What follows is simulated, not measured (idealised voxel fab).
Documented hereafter: the process module known as voxel released beams.
FYI the section here is cut, 185 nm wide, cells are 5 nm squares.
Square cells in a grid make up a cross-section in this document, and the grid is given as bands, listed from the top down, each one or more rows of cells. A band entry consists of two parts. The first gives the height of the band's top and the height of its bottom, in nm. The rest lists the band's materials from left to right, each with its width in nm. A single material labelled with the word "everywhere" fills the band from edge to edge, and the word "air" marks empty space. Zero point of the height axis is 0; under it, received wafer = one material. Lowest band: continues down indefinitely, "0 down". With a width like "30..40", each row of cells in the band differs from the next by the same amount, the top row carrying the first number and the bottom row the second. Where the words "no change occurred" appear for a step, the cross-section shows no cell changed by that step; every cell remained as before. You'll see "Unvented cavities" listing empty spaces that have no way open to the top, as long as they're 8 cells or more; the notation is width x height at distance, where the distance is from the left edge, and all of it is in nm. Past the settings on a step's line: simulator remark, on that step. overlay nm: where the mask lay relative to plan, measured to the right, on steps with a mask; negatives go left.
### Steps planned for the process
step 1: RECEIVE | material Si
step 2: CONFORMAL_DEP | material Al2O3 | thk nm 5
step 3: DIRECTIONAL_DEP | material SiO2 | thk nm 10
step 4: DIRECTIONAL_DEP | material aC | thk nm 10
step 5: PATTERN | tone open | mask id ANCHOR | material resist | width nm 35 | thk nm 30 | overlay nm 0
step 6: DIRECTIONAL_ETCH | etch materials aC | depth nm 10
step 7: STRIP | etch materials resist
step 8: DIRECTIONAL_ETCH | etch materials SiO2 | depth nm 10
step 9: STRIP | etch materials aC
step 10: CONFORMAL_DEP | material polySi | thk nm 10
step 11: MASKED_ETCH | tone cover | mask id BEAM | width nm 95 | etch materials polySi | depth nm 10 | overlay nm 0
step 12: STRIP | etch materials SiO2
### Cross-section of the wafer at receipt, which is the condition after step 1
	0 down  Si everywhere
	Unvented cavities: none
### The following cross-section depicts the wafer upon conclusion of the module. Processing commenced from the starting condition illustrated above and adhered to the plan illustrated above, save for one mistake in execution
	20 to 10  40 nm air, 15 nm polySi, 15 nm air, 65 nm polySi, 50 nm air
	10 to 0  45 nm air, 35 nm polySi, 105 nm air
	0 down  Si everywhere
	Unvented cavities: none
Where did the run depart from the plan? not run: step 2 of the plan (skipped)
